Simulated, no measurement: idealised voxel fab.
process module | voxel wiring stack
cross-section cut | 205 nm wide | cells 5 nm
A cross-section is a grid of square cells, given in bands from the top down. A band is one or more rows of cells.
Each band's line starts with the height of the band's top and of its bottom, in nm. Then come its materials from left to right, each with its width in nm. One material with "throughout" fills the band from edge to edge. "air" is empty space.
Height 0 is the level under which the wafer as received is all one material. The lowest band goes on downwards, as in "0 down".
A width such as "30 to 40" changes by the same amount from each row of cells to the next, from the band's top row to its bottom row.
"no change" after a step means that no cell of the cross-section changed.
closed voids: empty space of 8 cells or more with no open way to the top, each as width x height at its distance from the left edge, in nm
after a step's settings: what the simulator itself notes on the step
overlay nm, on a step with a mask: how far to the right of its planned place the mask lay; to the left if negative
Each pair below shows a cross-section before one step and the cross-section after it, down to the lowest band that changed. The line under each pair gives the step between them, with its settings. The pairs can come from different runs of this module on the same starting wafer, so a pair continues from the pair above only where its "before" says so.
before
  50 to 40: SiO2 25 | air 15 | SiO2 45 | air 15 | SiO2 45 | air 15 | SiO2 45
  40 to 35: SiCN 25 | air 15 | SiCN 45 | air 15 | SiCN 45 | air 15 | SiCN 45
  35 to 20: lowk 20 | SiN 5 | W 30 | SiN 5 | lowk 20 | SiN 5 | W 30 | SiN 5 | lowk 20 | SiN 5 | W 30 | SiN 5 | lowk 25
  20 to 15: SiN 25 | TiN 30 | SiN 30 | TiN 30 | SiN 30 | TiN 30 | SiN 30
  15 to 0: SiO2 throughout
  0 down: Si throughout
  closed voids: none
after
  50 to 45: SiO2 25 | air 15 | SiO2 45 | air 15 | SiO2 45 | air 15 | SiO2 45
  45 to 40: SiO2 25 | Ru 15 | SiO2 45 | Ru 15 | SiO2 45 | Ru 15 | SiO2 45
  40 to 35: SiCN 25 | Ru 15 | SiCN 45 | Ru 15 | SiCN 45 | Ru 15 | SiCN 45
  below 35: unchanged
  closed voids: none
the step between: op EPI | material Ru | thk nm 10
before: the cross-section after the pair above
after
  55 to 50: air 20 | Ru 25 | air 35 | Ru 25 | air 35 | Ru 25 | air 40
  50 to 40: SiO2 25 | Ru 15 | SiO2 45 | Ru 15 | SiO2 45 | Ru 15 | SiO2 45
  below 40: unchanged
  closed voids: none
the step between: op EPI | material Ru | thk nm 10
before: the cross-section after the pair above
after
  60 to 50: air 15 | Ru 35 | air 25 | Ru 35 | air 25 | Ru 35 | air 35
  below 50: unchanged
  closed voids: none
the step between: op EPI | material Ru | thk nm 5
before: the cross-section after the pair above
after
  65 to 60: air 15 | TiN 35 | air 25 | TiN 35 | air 25 | TiN 35 | air 35
  60 to 55: air 15 | Ru 35 | air 25 | Ru 35 | air 25 | Ru 35 | air 35
  55 to 50: TiN 15 | Ru 35 | TiN 25 | Ru 35 | TiN 25 | Ru 35 | TiN 35
  below 50: unchanged
  closed voids: none
the step between: op DIRECTIONAL_DEP | material TiN | thk nm 5
before: the cross-section after the pair above
after
  80 to 70: air 15 | Ru 35 | air 25 | Ru 35 | air 25 | Ru 35 | air 35
  70 to 65: Ru throughout
  65 to 60: Ru 15 | TiN 35 | Ru 25 | TiN 35 | Ru 25 | TiN 35 | Ru 35
  60 to 55: Ru throughout
  below 55: unchanged
  closed voids: none
the step between: op DIRECTIONAL_DEP | material Ru | thk nm 15
before: the cross-section after the pair above
after
  100 to 80: air 25 | resist 30 | air 30 | resist 30 | air 30 | resist 30 | air 30
  80 to 70: air 15 | Ru 35 | resist 5 | air 20 | Ru 35 | resist 5 | air 20 | Ru 35 | resist 5 | air 30
  below 70: unchanged
  closed voids: none
the step between: op PATTERN | tone cover | mask id METAL_2 | material resist | width nm 30 | pitch nm 60 | thk nm 20 | overlay nm 0
before: the cross-section after the pair above
after
  100 to 80: air 25 | resist 30 | air 30 | resist 30 | air 30 | resist 30 | air 30
  80 to 70: air 25 | Ru 25 | resist 5 | air 30 | Ru 25 | resist 5 | air 30 | Ru 25 | resist 5 | air 30
  70 to 65: air 25 | Ru 30 | air 30 | Ru 30 | air 30 | Ru 30 | air 30
  65 to 60: air 15 | TiN 35 | Ru 5 | air 20 | TiN 35 | Ru 5 | air 20 | TiN 35 | Ru 5 | air 30
  60 to 55: air 15 | Ru 40 | air 20 | Ru 40 | air 20 | Ru 40 | air 30
  below 55: unchanged
  closed voids: none
the step between: op DIRECTIONAL_ETCH | etch materials Ru | depth nm 15
before: the cross-section after the pair above
after
  100 to 80: air 25 | resist 30 | air 30 | resist 30 | air 30 | resist 30 | air 30
  80 to 70: air 25 | Ru 25 | resist 5 | air 30 | Ru 25 | resist 5 | air 30 | Ru 25 | resist 5 | air 30
  70 to 65: air 25 | Ru 30 | air 30 | Ru 30 | air 30 | Ru 30 | air 30
  65 to 60: air 25 | TiN 25 | Ru 5 | air 30 | TiN 25 | Ru 5 | air 30 | TiN 25 | Ru 5 | air 30
  60 to 55: air 15 | Ru 40 | air 20 | Ru 40 | air 20 | Ru 40 | air 30
  55 to 50: air 15 | Ru 35 | TiN 5 | air 20 | Ru 35 | TiN 5 | air 20 | Ru 35 | TiN 5 | air 30
  below 50: unchanged
  closed voids: none
the step between: op DIRECTIONAL_ETCH | etch materials TiN | depth nm 5
before: the cross-section after the pair above
after
  80 to 70: air 25 | Ru 25 | air 35 | Ru 25 | air 35 | Ru 25 | air 35
  below 70: unchanged
  closed voids: none
the step between: op STRIP | etch materials resist
before: the cross-section after the pair above
after
  85 to 80: air 20 | SiCN 35 | air 25 | SiCN 35 | air 25 | SiCN 35 | air 30
  80 to 70: air 20 | SiCN 5 | Ru 25 | SiCN 5 to 10 | air 25 to 20 | SiCN 5 | Ru 25 | SiCN 5 to 10 | air 25 to 20 | SiCN 5 | Ru 25 | SiCN 5 to 10 | air 30 to 25
  70 to 65: air 20 | SiCN 5 | Ru 30 | SiCN 5 | air 20 | SiCN 5 | Ru 30 | SiCN 5 | air 20 | SiCN 5 | Ru 30 | SiCN 5 | air 25
  65 to 60: air 10 | SiCN 15 | TiN 25 | Ru 5 | SiCN 5 | air 10 | SiCN 15 | TiN 25 | Ru 5 | SiCN 5 | air 10 | SiCN 15 | TiN 25 | Ru 5 | SiCN 5 | air 25
  60 to 55: air 10 | SiCN 5 | Ru 40 | SiCN 5 | air 10 | SiCN 5 | Ru 40 | SiCN 5 | air 10 | SiCN 5 | Ru 40 | SiCN 5 | air 25
  55 to 50: SiCN 15 | Ru 35 | TiN 5 | SiCN 20 | Ru 35 | TiN 5 | SiCN 20 | Ru 35 | TiN 5 | SiCN 30
  below 50: unchanged
  closed voids: none
the step between: op CONFORMAL_DEP | material SiCN | thk nm 5
before: the cross-section after the pair above
after
  90 to 85: lowk throughout
  85 to 80: lowk 20 | SiCN 35 | lowk 25 | SiCN 35 | lowk 25 | SiCN 35 | lowk 30
  80 to 70: lowk 20 | SiCN 5 | Ru 25 | SiCN 5 to 10 | lowk 25 to 20 | SiCN 5 | Ru 25 | SiCN 5 to 10 | lowk 25 to 20 | SiCN 5 | Ru 25 | SiCN 5 to 10 | lowk 30 to 25
  70 to 65: lowk 20 | SiCN 5 | Ru 30 | SiCN 5 | lowk 20 | SiCN 5 | Ru 30 | SiCN 5 | lowk 20 | SiCN 5 | Ru 30 | SiCN 5 | lowk 25
  65 to 60: lowk 10 | SiCN 15 | TiN 25 | Ru 5 | SiCN 5 | lowk 10 | SiCN 15 | TiN 25 | Ru 5 | SiCN 5 | lowk 10 | SiCN 15 | TiN 25 | Ru 5 | SiCN 5 | lowk 25
  60 to 55: lowk 10 | SiCN 5 | Ru 40 | SiCN 5 | lowk 10 | SiCN 5 | Ru 40 | SiCN 5 | lowk 10 | SiCN 5 | Ru 40 | SiCN 5 | lowk 25
  below 55: unchanged
  closed voids: none
the step between: op FILL_DEP | material lowk | thk nm 5
before: the cross-section after the pair above
after
  80 to 70: lowk 20 | SiCN 5 | Ru 25 | SiCN 5 to 10 | lowk 25 to 20 | SiCN 5 | Ru 25 | SiCN 5 to 10 | lowk 25 to 20 | SiCN 5 | Ru 25 | SiCN 5 to 10 | lowk 30 to 25
  below 70: unchanged
  closed voids: none
the step between: op CMP | height nm 80
before: the cross-section after the pair above
after
  85 to 80: SiCN throughout
  below 80: unchanged
  closed voids: none
the step between: op CONFORMAL_DEP | material SiCN | thk nm 5
before
  80 to 65: Ru throughout
  65 to 60: TiN throughout
  60 to 40: SiO2 25 | Ru 15 | SiO2 45 | Ru 15 | SiO2 45 | Ru 15 | SiO2 45
  40 to 35: SiCN 25 | Ru 15 | SiCN 45 | Ru 15 | SiCN 45 | Ru 15 | SiCN 45
  35 to 20: lowk 20 | SiN 5 | W 30 | SiN 5 | lowk 20 | SiN 5 | W 30 | SiN 5 | lowk 20 | SiN 5 | W 30 | SiN 5 | lowk 25
  20 to 15: SiN 25 | TiN 30 | SiN 30 | TiN 30 | SiN 30 | TiN 30 | SiN 30
  15 to 0: SiO2 throughout
  0 down: Si throughout
  closed voids: none
after
  100 to 80: air 30 | resist 25 | air 35 | resist 25 | air 35 | resist 25 | air 30
  below 80: unchanged
  closed voids: none
the step between: op PATTERN | tone cover | mask id METAL_2 | material resist | width nm 25 | pitch nm 60 | thk nm 20 | overlay nm 0
before: the cross-section after the pair above
after
  100 to 80: air 30 | resist 25 | air 35 | resist 25 | air 35 | resist 25 | air 30
  80 to 65: air 30 | Ru 25 | air 35 | Ru 25 | air 35 | Ru 25 | air 30
  below 65: unchanged
  closed voids: none
the step between: op DIRECTIONAL_ETCH | etch materials Ru | depth nm 15
before: the cross-section after the pair above
after
  100 to 80: air 30 | resist 25 | air 35 | resist 25 | air 35 | resist 25 | air 30
  80 to 65: air 30 | Ru 25 | air 35 | Ru 25 | air 35 | Ru 25 | air 30
  65 to 60: air 30 | TiN 25 | air 35 | TiN 25 | air 35 | TiN 25 | air 30
  below 60: unchanged
  closed voids: none
the step between: op DIRECTIONAL_ETCH | etch materials TiN | depth nm 5
before: the cross-section after the pair above
after
  80 to 65: air 30 | Ru 25 | air 35 | Ru 25 | air 35 | Ru 25 | air 30
  below 65: unchanged
  closed voids: none
the step between: op STRIP | etch materials resist
before: the cross-section after the pair above
after
  85 to 80: air 25 | SiCN 35 | air 25 | SiCN 35 | air 25 | SiCN 35 | air 25
  80 to 65: air 25 | SiCN 5 | Ru 25 | SiCN 5 | air 25 | SiCN 5 | Ru 25 | SiCN 5 | air 25 | SiCN 5 | Ru 25 | SiCN 5 | air 25
  65 to 60: SiCN 30 | TiN 25 | SiCN 35 | TiN 25 | SiCN 35 | TiN 25 | SiCN 30
  below 60: unchanged
  closed voids: none
the step between: op CONFORMAL_DEP | material SiCN | thk nm 5
before: the cross-section after the pair above
after
  90 to 85: lowk throughout
  85 to 80: lowk 25 | SiCN 35 | lowk 25 | SiCN 35 | lowk 25 | SiCN 35 | lowk 25
  80 to 65: lowk 25 | SiCN 5 | Ru 25 | SiCN 5 | lowk 25 | SiCN 5 | Ru 25 | SiCN 5 | lowk 25 | SiCN 5 | Ru 25 | SiCN 5 | lowk 25
  below 65: unchanged
  closed voids: none
the step between: op FILL_DEP | material lowk | thk nm 5
before: the cross-section after the pair above
after
  80 to 65: lowk 25 | SiCN 5 | Ru 25 | SiCN 5 | lowk 25 | SiCN 5 | Ru 25 | SiCN 5 | lowk 25 | SiCN 5 | Ru 25 | SiCN 5 | lowk 25
  below 65: unchanged
  closed voids: none
the step between: op CMP | height nm 80
before: the cross-section after the pair above
after
  85 to 80: SiCN throughout
  below 80: unchanged
  closed voids: none
the step between: op CONFORMAL_DEP | material SiCN | thk nm 5
before
  35 to 20: air 25 | W 30 | air 30 | W 30 | air 30 | W 30 | air 30
  20 to 15: TiN throughout
  15 to 0: SiO2 throughout
  0 down: Si throughout
  closed voids: none
after
  35 to 20: air 25 | W 30 | air 30 | W 30 | air 30 | W 30 | air 30
  20 to 15: air 25 | TiN 40 | air 20 | TiN 40 | air 20 | TiN 40 | air 20
  below 15: unchanged
  closed voids: none
the step between: op MASKED_ETCH | tone cover | mask id METAL_1 | width nm 30 | pitch nm 60 | etch materials TiN | depth nm 5 | overlay nm 10
before: the cross-section after the pair above
after
  40 to 35: air 20 | SiN 40 | air 20 | SiN 40 | air 20 | SiN 40 | air 25
  35 to 25: air 20 | SiN 5 | W 30 | SiN 5 | air 20 | SiN 5 | W 30 | SiN 5 | air 20 | SiN 5 | W 30 | SiN 5 | air 25
  25 to 20: air 20 | SiN 5 | W 30 | SiN 15 | air 10 | SiN 5 | W 30 | SiN 15 | air 10 | SiN 5 | W 30 | SiN 15 | air 15
  20 to 15: SiN 25 | TiN 40 | SiN 20 | TiN 40 | SiN 20 | TiN 40 | SiN 20
  below 15: unchanged
  closed voids: none
the step between: op CONFORMAL_DEP | material SiN | thk nm 5
before: the cross-section after the pair above
after
  50 to 40: lowk throughout
  40 to 35: lowk 20 | SiN 40 | lowk 20 | SiN 40 | lowk 20 | SiN 40 | lowk 25
  35 to 25: lowk 20 | SiN 5 | W 30 | SiN 5 | lowk 20 | SiN 5 | W 30 | SiN 5 | lowk 20 | SiN 5 | W 30 | SiN 5 | lowk 25
  25 to 20: lowk 20 | SiN 5 | W 30 | SiN 15 | lowk 10 | SiN 5 | W 30 | SiN 15 | lowk 10 | SiN 5 | W 30 | SiN 15 | lowk 15
  below 20: unchanged
  closed voids: none
the step between: op FILL_DEP | material lowk | thk nm 10
before: the cross-section after the pair above
after
  35 to 25: lowk 20 | SiN 5 | W 30 | SiN 5 | lowk 20 | SiN 5 | W 30 | SiN 5 | lowk 20 | SiN 5 | W 30 | SiN 5 | lowk 25
  below 25: unchanged
  closed voids: none
the step between: op CMP | height nm 35
before: the cross-section after the pair above
after
  40 to 35: SiCN throughout
  below 35: unchanged
  closed voids: none
the step between: op CONFORMAL_DEP | material SiCN | thk nm 5
before: the cross-section after the pair above
after
  60 to 40: SiO2 throughout
  below 40: unchanged
  closed voids: none
the step between: op DIRECTIONAL_DEP | material SiO2 | thk nm 20
before: the cross-section after the pair above
after
  70 to 60: aC throughout
  below 60: unchanged
  closed voids: none
the step between: op DIRECTIONAL_DEP | material aC | thk nm 10
before: the cross-section after the pair above
after
  95 to 70: resist 25 | air 15 | resist 45 | air 15 | resist 45 | air 15 | resist 45
  below 70: unchanged
  closed voids: none
the step between: op PATTERN | tone open | mask id PLUG_1 | material resist | width nm 15 | pitch nm 60 | thk nm 25 | overlay nm 0
before: the cross-section after the pair above
after
  85 to 70: resist 25 | air 15 | resist 45 | air 15 | resist 45 | air 15 | resist 45
  70 to 60: aC 25 | air 15 | aC 45 | air 15 | aC 45 | air 15 | aC 45
  below 60: unchanged
  closed voids: none
the step between: op DIRECTIONAL_ETCH | etch materials aC | depth nm 10
before: the cross-section after the pair above
after
  70 to 60: aC 25 | air 15 | aC 45 | air 15 | aC 45 | air 15 | aC 45
  below 60: unchanged
  closed voids: none
the step between: op STRIP | etch materials resist
before: the cross-section after the pair above
after
  70 to 60: aC 25 | air 15 | aC 45 | air 15 | aC 45 | air 15 | aC 45
  60 to 40: SiO2 25 | air 15 | SiO2 45 | air 15 | SiO2 45 | air 15 | SiO2 45
  below 40: unchanged
  closed voids: none
the step between: op DIRECTIONAL_ETCH | etch materials SiO2 | depth nm 20
before: the cross-section after the pair above
after
  70 to 60: aC 25 | air 15 | aC 45 | air 15 | aC 45 | air 15 | aC 45
  60 to 40: SiO2 25 | air 15 | SiO2 45 | air 15 | SiO2 45 | air 15 | SiO2 45
  40 to 35: SiCN 25 | air 15 | SiCN 45 | air 15 | SiCN 45 | air 15 | SiCN 45
  below 35: unchanged
  closed voids: none
the step between: op DIRECTIONAL_ETCH | etch materials SiCN | depth nm 5
before: the cross-section after the pair above
after
  60 to 40: SiO2 25 | air 15 | SiO2 45 | air 15 | SiO2 45 | air 15 | SiO2 45
  below 40: unchanged
  closed voids: none
the step between: op STRIP | etch materials aC
before: the cross-section after the pair above
after
  60 to 45: SiO2 25 | air 15 | SiO2 45 | air 15 | SiO2 45 | air 15 | SiO2 45
  45 to 40: SiO2 25 | Ru 15 | SiO2 45 | Ru 15 | SiO2 45 | Ru 15 | SiO2 45
  40 to 35: SiCN 25 | Ru 15 | SiCN 45 | Ru 15 | SiCN 45 | Ru 15 | SiCN 45
  below 35: unchanged
  closed voids: none
the step between: op EPI | material Ru | thk nm 10
before: the cross-section after the pair above
after
  60 to 55: SiO2 25 | air 15 | SiO2 45 | air 15 | SiO2 45 | air 15 | SiO2 45
  55 to 40: SiO2 25 | Ru 15 | SiO2 45 | Ru 15 | SiO2 45 | Ru 15 | SiO2 45
  below 40: unchanged
  closed voids: none
the step between: op EPI | material Ru | thk nm 10
before: the cross-section after the pair above
after
  60 to 40: SiO2 25 | Ru 15 | SiO2 45 | Ru 15 | SiO2 45 | Ru 15 | SiO2 45
  below 40: unchanged
  closed voids: none
the step between: op EPI | material Ru | thk nm 5
before: the cross-section after the pair above
after
  65 to 60: TiN throughout
  below 60: unchanged
  closed voids: none
the step between: op DIRECTIONAL_DEP | material TiN | thk nm 5
before: the cross-section after the pair above
after
  80 to 65: Ru throughout
  below 65: unchanged
  closed voids: none
the step between: op DIRECTIONAL_DEP | material Ru | thk nm 15
before: the cross-section after the pair above
after
  100 to 80: air 25 | resist 30 | air 30 | resist 30 | air 30 | resist 30 | air 30
  below 80: unchanged
  closed voids: none
the step between: op PATTERN | tone cover | mask id METAL_2 | material resist | width nm 30 | pitch nm 60 | thk nm 20 | overlay nm 0
before: the cross-section after the pair above
after
  100 to 80: air 25 | resist 30 | air 30 | resist 30 | air 30 | resist 30 | air 30
  80 to 65: air 25 | Ru 30 | air 30 | Ru 30 | air 30 | Ru 30 | air 30
  below 65: unchanged
  closed voids: none
the step between: op DIRECTIONAL_ETCH | etch materials Ru | depth nm 15
before: the cross-section after the pair above
after
  100 to 80: air 25 | resist 30 | air 30 | resist 30 | air 30 | resist 30 | air 30
  80 to 65: air 25 | Ru 30 | air 30 | Ru 30 | air 30 | Ru 30 | air 30
  65 to 60: air 25 | TiN 30 | air 30 | TiN 30 | air 30 | TiN 30 | air 30
  below 60: unchanged
  closed voids: none
the step between: op DIRECTIONAL_ETCH | etch materials TiN | depth nm 5
before: the cross-section after the pair above
after
  80 to 65: air 25 | Ru 30 | air 30 | Ru 30 | air 30 | Ru 30 | air 30
  below 65: unchanged
  closed voids: none
the step between: op STRIP | etch materials resist
before: the cross-section after the pair above
after
  85 to 80: air 20 | SiCN 40 | air 20 | SiCN 40 | air 20 | SiCN 40 | air 25
  80 to 65: air 20 | SiCN 5 | Ru 30 | SiCN 5 | air 20 | SiCN 5 | Ru 30 | SiCN 5 | air 20 | SiCN 5 | Ru 30 | SiCN 5 | air 25
  65 to 60: SiCN 25 | TiN 30 | SiCN 30 | TiN 30 | SiCN 30 | TiN 30 | SiCN 30
  below 60: unchanged
  closed voids: none
the step between: op CONFORMAL_DEP | material SiCN | thk nm 5
before: the cross-section after the pair above
after
  90 to 85: lowk throughout
  85 to 80: lowk 20 | SiCN 40 | lowk 20 | SiCN 40 | lowk 20 | SiCN 40 | lowk 25
  80 to 65: lowk 20 | SiCN 5 | Ru 30 | SiCN 5 | lowk 20 | SiCN 5 | Ru 30 | SiCN 5 | lowk 20 | SiCN 5 | Ru 30 | SiCN 5 | lowk 25
  below 65: unchanged
  closed voids: none
the step between: op FILL_DEP | material lowk | thk nm 5
before: the cross-section after the pair above
after
  80 to 65: lowk 20 | SiCN 5 | Ru 30 | SiCN 5 | lowk 20 | SiCN 5 | Ru 30 | SiCN 5 | lowk 20 | SiCN 5 | Ru 30 | SiCN 5 | lowk 25
  below 65: unchanged
  closed voids: none
the step between: op CMP | height nm 80
before: the cross-section after the pair above
after
  85 to 80: SiCN throughout
  below 80: unchanged
  closed voids: none
the step between: op CONFORMAL_DEP | material SiCN | thk nm 5
before
  85 to 80: air 20 | SiCN 40 | air 20 | SiCN 40 | air 20 | SiCN 40 | air 25
  80 to 65: air 20 | SiCN 5 | Ru 30 | SiCN 5 | air 20 | SiCN 5 | Ru 30 | SiCN 5 | air 20 | SiCN 5 | Ru 30 | SiCN 5 | air 25
  65 to 60: SiCN 25 | TiN 30 | SiCN 30 | TiN 30 | SiCN 30 | TiN 30 | SiCN 30
  60 to 40: SiO2 25 | Ru 15 | SiO2 45 | Ru 15 | SiO2 45 | Ru 15 | SiO2 45
  40 to 35: SiCN 25 | Ru 15 | SiCN 45 | Ru 15 | SiCN 45 | Ru 15 | SiCN 45
  35 to 20: lowk 20 | SiN 5 | W 30 | SiN 5 | lowk 20 | SiN 5 | W 30 | SiN 5 | lowk 20 | SiN 5 | W 30 | SiN 5 | lowk 25
  20 to 15: SiN 25 | TiN 30 | SiN 30 | TiN 30 | SiN 30 | TiN 30 | SiN 30
  15 to 0: SiO2 throughout
  0 down: Si throughout
  closed voids: none
after
  90 to 85: SiO2 throughout
  85 to 80: SiO2 20 | SiCN 40 | SiO2 20 | SiCN 40 | SiO2 20 | SiCN 40 | SiO2 25
  80 to 65: SiO2 20 | SiCN 5 | Ru 30 | SiCN 5 | SiO2 20 | SiCN 5 | Ru 30 | SiCN 5 | SiO2 20 | SiCN 5 | Ru 30 | SiCN 5 | SiO2 25
  below 65: unchanged
  closed voids: none
the step between: op FILL_DEP | material SiO2 | thk nm 5
before: the cross-section after the pair above
after
  80 to 65: SiO2 20 | SiCN 5 | Ru 30 | SiCN 5 | SiO2 20 | SiCN 5 | Ru 30 | SiCN 5 | SiO2 20 | SiCN 5 | Ru 30 | SiCN 5 | SiO2 25
  below 65: unchanged
  closed voids: none
the step between: op CMP | height nm 80
before: the cross-section after the pair above
after
  85 to 80: SiCN throughout
  below 80: unchanged
  closed voids: none
the step between: op CONFORMAL_DEP | material SiCN | thk nm 5
before
  70 to 60: aC throughout
  60 to 40: SiO2 throughout
  40 to 35: SiCN throughout
  35 to 20: lowk 20 | SiN 5 | W 30 | SiN 5 | lowk 20 | SiN 5 | W 30 | SiN 5 | lowk 20 | SiN 5 | W 30 | SiN 5 | lowk 25
  20 to 15: SiN 25 | TiN 30 | SiN 30 | TiN 30 | SiN 30 | TiN 30 | SiN 30
  15 to 0: SiO2 throughout
  0 down: Si throughout
  closed voids: none
after
  95 to 70: air 25 | resist 15 | air 45 | resist 15 | air 45 | resist 15 | air 45
  below 70: unchanged
  closed voids: none
the step between: op PATTERN | tone cover | mask id PLUG_1 | material resist | width nm 15 | pitch nm 60 | thk nm 25 | overlay nm 0
before: the cross-section after the pair above
after
  85 to 70: air 25 | resist 15 | air 45 | resist 15 | air 45 | resist 15 | air 45
  70 to 60: air 25 | aC 15 | air 45 | aC 15 | air 45 | aC 15 | air 45
  below 60: unchanged
  closed voids: none
the step between: op DIRECTIONAL_ETCH | etch materials aC | depth nm 10
before: the cross-section after the pair above
after
  70 to 60: air 25 | aC 15 | air 45 | aC 15 | air 45 | aC 15 | air 45
  below 60: unchanged
  closed voids: none
the step between: op STRIP | etch materials resist
before: the cross-section after the pair above
after
  70 to 60: air 25 | aC 15 | air 45 | aC 15 | air 45 | aC 15 | air 45
  60 to 40: air 25 | SiO2 15 | air 45 | SiO2 15 | air 45 | SiO2 15 | air 45
  below 40: unchanged
  closed voids: none
the step between: op DIRECTIONAL_ETCH | etch materials SiO2 | depth nm 20
before: the cross-section after the pair above
after
  70 to 60: air 25 | aC 15 | air 45 | aC 15 | air 45 | aC 15 | air 45
  60 to 40: air 25 | SiO2 15 | air 45 | SiO2 15 | air 45 | SiO2 15 | air 45
  40 to 35: air 25 | SiCN 15 | air 45 | SiCN 15 | air 45 | SiCN 15 | air 45
  below 35: unchanged
  closed voids: none
the step between: op DIRECTIONAL_ETCH | etch materials SiCN | depth nm 5
before: the cross-section after the pair above
after
  60 to 40: air 25 | SiO2 15 | air 45 | SiO2 15 | air 45 | SiO2 15 | air 45
  below 40: unchanged
  closed voids: none
the step between: op STRIP | etch materials aC
before: the cross-section after the pair above
after
  60 to 45: air 25 | SiO2 15 | air 45 | SiO2 15 | air 45 | SiO2 15 | air 45
  45 to 40: air 25 | SiO2 15 | Ru 25 | air 20 | SiO2 15 | Ru 25 | air 20 | SiO2 15 | Ru 25 | air 20
  40 to 35: air 25 | SiCN 15 | Ru 25 | air 20 | SiCN 15 | Ru 25 | air 20 | SiCN 15 | Ru 25 | air 20
  below 35: unchanged
  closed voids: none
the step between: op EPI | material Ru | thk nm 10
before: the cross-section after the pair above
after
  60 to 55: air 25 | SiO2 15 | air 45 | SiO2 15 | air 45 | SiO2 15 | air 45
  55 to 40: air 25 | SiO2 15 | Ru 35 | air 10 | SiO2 15 | Ru 35 | air 10 | SiO2 15 | Ru 35 | air 10
  40 to 35: air 25 | SiCN 15 | Ru 35 | air 10 | SiCN 15 | Ru 35 | air 10 | SiCN 15 | Ru 35 | air 10
  below 35: unchanged
  closed voids: none
the step between: op EPI | material Ru | thk nm 10
before: the cross-section after the pair above
after
  60 to 40: air 25 | SiO2 15 | Ru 40 | air 5 | SiO2 15 | Ru 40 | air 5 | SiO2 15 | Ru 40 | air 5
  40 to 35: air 25 | SiCN 15 | Ru 40 | air 5 | SiCN 15 | Ru 40 | air 5 | SiCN 15 | Ru 40 | air 5
  below 35: unchanged
  closed voids: none
the step between: op EPI | material Ru | thk nm 5
before: the cross-section after the pair above
after
  65 to 60: air 25 | TiN 55 | air 5 | TiN 55 | air 5 | TiN 55 | air 5
  60 to 40: air 25 | SiO2 15 | Ru 40 | air 5 | SiO2 15 | Ru 40 | air 5 | SiO2 15 | Ru 40 | air 5
  40 to 35: TiN 25 | SiCN 15 | Ru 40 | TiN 5 | SiCN 15 | Ru 40 | TiN 5 | SiCN 15 | Ru 40 | TiN 5
  below 35: unchanged
  closed voids: none
the step between: op DIRECTIONAL_DEP | material TiN | thk nm 5
before: the cross-section after the pair above
after
  80 to 65: air 25 | Ru 55 | air 5 | Ru 55 | air 5 | Ru 55 | air 5
  65 to 60: air 25 | TiN 55 | air 5 | TiN 55 | air 5 | TiN 55 | air 5
  60 to 55: air 25 | SiO2 15 | Ru 40 | air 5 | SiO2 15 | Ru 40 | air 5 | SiO2 15 | Ru 40 | air 5
  55 to 40: Ru 25 | SiO2 15 | Ru 45 | SiO2 15 | Ru 45 | SiO2 15 | Ru 45
  below 40: unchanged
  closed voids: none
the step between: op DIRECTIONAL_DEP | material Ru | thk nm 15
before: the cross-section after the pair above
after
  100 to 80: air 25 | resist 30 | air 30 | resist 30 | air 30 | resist 30 | air 30
  below 80: unchanged
  closed voids: none
the step between: op PATTERN | tone cover | mask id METAL_2 | material resist | width nm 30 | pitch nm 60 | thk nm 20 | overlay nm 0
before: the cross-section after the pair above
after
  100 to 80: air 25 | resist 30 | air 30 | resist 30 | air 30 | resist 30 | air 30
  80 to 65: air 25 | Ru 30 | air 30 | Ru 30 | air 30 | Ru 30 | air 30
  65 to 60: air 25 | TiN 55 | air 5 | TiN 55 | air 5 | TiN 55 | air 5
  60 to 40: air 25 | SiO2 15 | Ru 40 | air 5 | SiO2 15 | Ru 40 | air 5 | SiO2 15 | Ru 40 | air 5
  below 40: unchanged
  closed voids: none
the step between: op DIRECTIONAL_ETCH | etch materials Ru | depth nm 15
before: the cross-section after the pair above
after
  100 to 80: air 25 | resist 30 | air 30 | resist 30 | air 30 | resist 30 | air 30
  80 to 65: air 25 | Ru 30 | air 30 | Ru 30 | air 30 | Ru 30 | air 30
  65 to 60: air 25 | TiN 30 | air 30 | TiN 30 | air 30 | TiN 30 | air 30
  60 to 40: air 25 | SiO2 15 | Ru 40 | air 5 | SiO2 15 | Ru 40 | air 5 | SiO2 15 | Ru 40 | air 5
  40 to 35: air 25 | SiCN 15 | Ru 40 | air 5 | SiCN 15 | Ru 40 | air 5 | SiCN 15 | Ru 40 | air 5
  below 35: unchanged
  closed voids: none
the step between: op DIRECTIONAL_ETCH | etch materials TiN | depth nm 5
before: the cross-section after the pair above
after
  80 to 65: air 25 | Ru 30 | air 30 | Ru 30 | air 30 | Ru 30 | air 30
  below 65: unchanged
  closed voids: none
the step between: op STRIP | etch materials resist
before: the cross-section after the pair above
after
  85 to 80: air 20 | SiCN 40 | air 20 | SiCN 40 | air 20 | SiCN 40 | air 25
  80 to 65: air 20 | SiCN 5 | Ru 30 | SiCN 5 | air 20 | SiCN 5 | Ru 30 | SiCN 5 | air 20 | SiCN 5 | Ru 30 | SiCN 5 | air 25
  65 to 60: air 20 | SiCN 5 | TiN 30 | SiCN 30 | TiN 30 | SiCN 30 | TiN 30 | SiCN 30
  60 to 40: air 20 | SiCN 5 | SiO2 15 | Ru 40 | SiCN 5 | SiO2 15 | Ru 40 | SiCN 5 | SiO2 15 | Ru 40 | SiCN 5
  40 to 35: SiCN 40 | Ru 40 | SiCN 20 | Ru 40 | SiCN 20 | Ru 40 | SiCN 5
  below 35: unchanged
  closed voids: none
the step between: op CONFORMAL_DEP | material SiCN | thk nm 5
before: the cross-section after the pair above
after
  90 to 85: lowk throughout
  85 to 80: lowk 20 | SiCN 40 | lowk 20 | SiCN 40 | lowk 20 | SiCN 40 | lowk 25
  80 to 65: lowk 20 | SiCN 5 | Ru 30 | SiCN 5 | lowk 20 | SiCN 5 | Ru 30 | SiCN 5 | lowk 20 | SiCN 5 | Ru 30 | SiCN 5 | lowk 25
  65 to 60: lowk 20 | SiCN 5 | TiN 30 | SiCN 30 | TiN 30 | SiCN 30 | TiN 30 | SiCN 30
  60 to 40: lowk 20 | SiCN 5 | SiO2 15 | Ru 40 | SiCN 5 | SiO2 15 | Ru 40 | SiCN 5 | SiO2 15 | Ru 40 | SiCN 5
  below 40: unchanged
  closed voids: none
the step between: op FILL_DEP | material lowk | thk nm 5
before: the cross-section after the pair above
after
  80 to 65: lowk 20 | SiCN 5 | Ru 30 | SiCN 5 | lowk 20 | SiCN 5 | Ru 30 | SiCN 5 | lowk 20 | SiCN 5 | Ru 30 | SiCN 5 | lowk 25
  below 65: unchanged
  closed voids: none
the step between: op CMP | height nm 80
before: the cross-section after the pair above
after
  85 to 80: SiCN throughout
  below 80: unchanged
  closed voids: none
the step between: op CONFORMAL_DEP | material SiCN | thk nm 5
